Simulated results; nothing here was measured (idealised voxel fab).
Herein follows the process module entitled voxel capacitor over wiring.
Square cell edge 5 nm, section width 280 nm, ID cut.
Each cross-section below is a grid of square cells, stated as bands in top-down order, with one or more rows of cells making up each band. This entry defines a band. It first specifies the height of the band's top and the height of its bottom in nm, and then specifies the band's materials from left to right, stating each material with its width in nm. The word "everywhere" identifies a single material that fills the band from edge to edge, while the word "air" identifies empty space. All heights in this document are referenced to 0, defined as the level beneath which the wafer, as received, consists entirely of one material. The lowest band is not bounded below; it extends indefinitely downward and is written in the form "0 and below". Per-row width for "30 to 40": begins at first number (top row of band), ends at second number (bottom row), increment between rows held constant. Step marked "everything unchanged"? Then no cell in the cross-section changed in it. Enclosed voids (no open way to top), threshold 8 cells or more, entry "Enclosed void list", notation width x height at distance, distance from left edge, nm. It should be noted that, on the line of a given step, the content following the step's settings is a remark produced by the simulator itself with respect to that step. The setting "overlay nm" may be written on the line of a step. When the step uses a mask, the value reports how far to the right of the planned place the mask lay, and a negative value reports that it lay to the left.

Steps in the process plan
1,RECEIVE | material Si
2,CONFORMAL_DEP | material SiO2 | thk nm 15
3,CONFORMAL_DEP | material SiCN | thk nm 5
4,DIRECTIONAL_DEP | material lowk | thk nm 25
5,PATTERN | tone open | mask id METAL_1 | material resist | width nm 20 | pitch nm 90 | thk nm 15 | overlay nm 0
6,DIRECTIONAL_ETCH | etch materials lowk | depth nm 25
7,DIRECTIONAL_ETCH | etch materials SiCN | depth nm 5
8,STRIP | etch materials resist
9,CONFORMAL_DEP | material TiN | thk nm 5
10,FILL_DEP | material W | thk nm 5
11,CMP | height nm 45
12,EPI | material Ru | thk nm 5
13,FILL_DEP | material SiCN | thk nm 5
14,DIRECTIONAL_DEP | material SiO2 | thk nm 20
15,MASKED_ETCH | tone open | mask id PLUG_1 | width nm 15 | etch materials SiO2 | depth nm 20 | overlay nm 0
16,MASKED_ETCH | tone open | mask id PLUG_1 | width nm 15 | etch materials SiCN | depth nm 5 | overlay nm 0
17,CONFORMAL_DEP | material TiN | thk nm 5
18,FILL_DEP | material W | thk nm 10
19,CMP | height nm 75
20,DIRECTIONAL_DEP | material TiN | thk nm 5
21,DIRECTIONAL_DEP | material SiN | thk nm 5
22,DIRECTIONAL_DEP | material TiN | thk nm 5
23,MASKED_ETCH | tone cover | mask id UPPER_PLATE | width nm 75 | etch materials TiN | depth nm 5 | overlay nm 0
24,MASKED_ETCH | tone cover | mask id UPPER_PLATE | width nm 75 | etch materials SiN | depth nm 5 | overlay nm 0
25,MASKED_ETCH | tone cover | mask id LOWER_PLATE | width nm 85 | etch materials TiN | depth nm 5 | overlay nm 0
26,FILL_DEP | material SiO2 | thk nm 20
27,CMP | height nm 105
28,PATTERN | tone open | mask id PLUG_2 | material resist | width nm 15 | thk nm 15 | overlay nm 0
29,DIRECTIONAL_ETCH | etch materials SiO2 | depth nm 15
30,STRIP | etch materials resist
31,CONFORMAL_DEP | material TiN | thk nm 5
32,FILL_DEP | material W | thk nm 10
33,CMP | height nm 105
34,CONFORMAL_DEP | material SiN | thk nm 5

Wafer cross-section on receipt, i.e. after step 1
- 0 and below: Si everywhere
- Enclosed void list: none

Final cross-section, module run with one mistake (start and plan as above)
- 110 down to 105: SiN everywhere
- 105 down to 95: SiO2: 100, TiN: 5, W: 5, TiN: 5, SiO2: 165
- 95 down to 85: SiO2: 100 to 90, TiN: 15 to 75, SiO2: 165 to 115
- 85 down to 80: SiO2: 90, SiN: 75, SiO2: 115
- 80 down to 75: SiO2: 85, TiN: 85, SiO2: 110
- 75 down to 55: SiO2: 90, TiN: 5, W: 5, TiN: 5, SiO2: 175
- 55 down to 50: SiCN: 90, TiN: 15, SiCN: 175
- 50 down to 45: SiCN: 80, Ru: 30, SiCN: 60, Ru: 30, SiCN: 80
- 45 down to 35: lowk: 85, TiN: 5, W: 10, TiN: 5, lowk: 70, TiN: 5, W: 10, TiN: 5, lowk: 85
- 35 down to 30: SiCN: 85, TiN: 20, SiCN: 70, TiN: 20, SiCN: 85
- 30 down to 0: SiO2 everywhere
- 0 and below: Si everywhere
- Enclosed void list: none
Want to know what went wrong? step 2 of the plan was performed twice
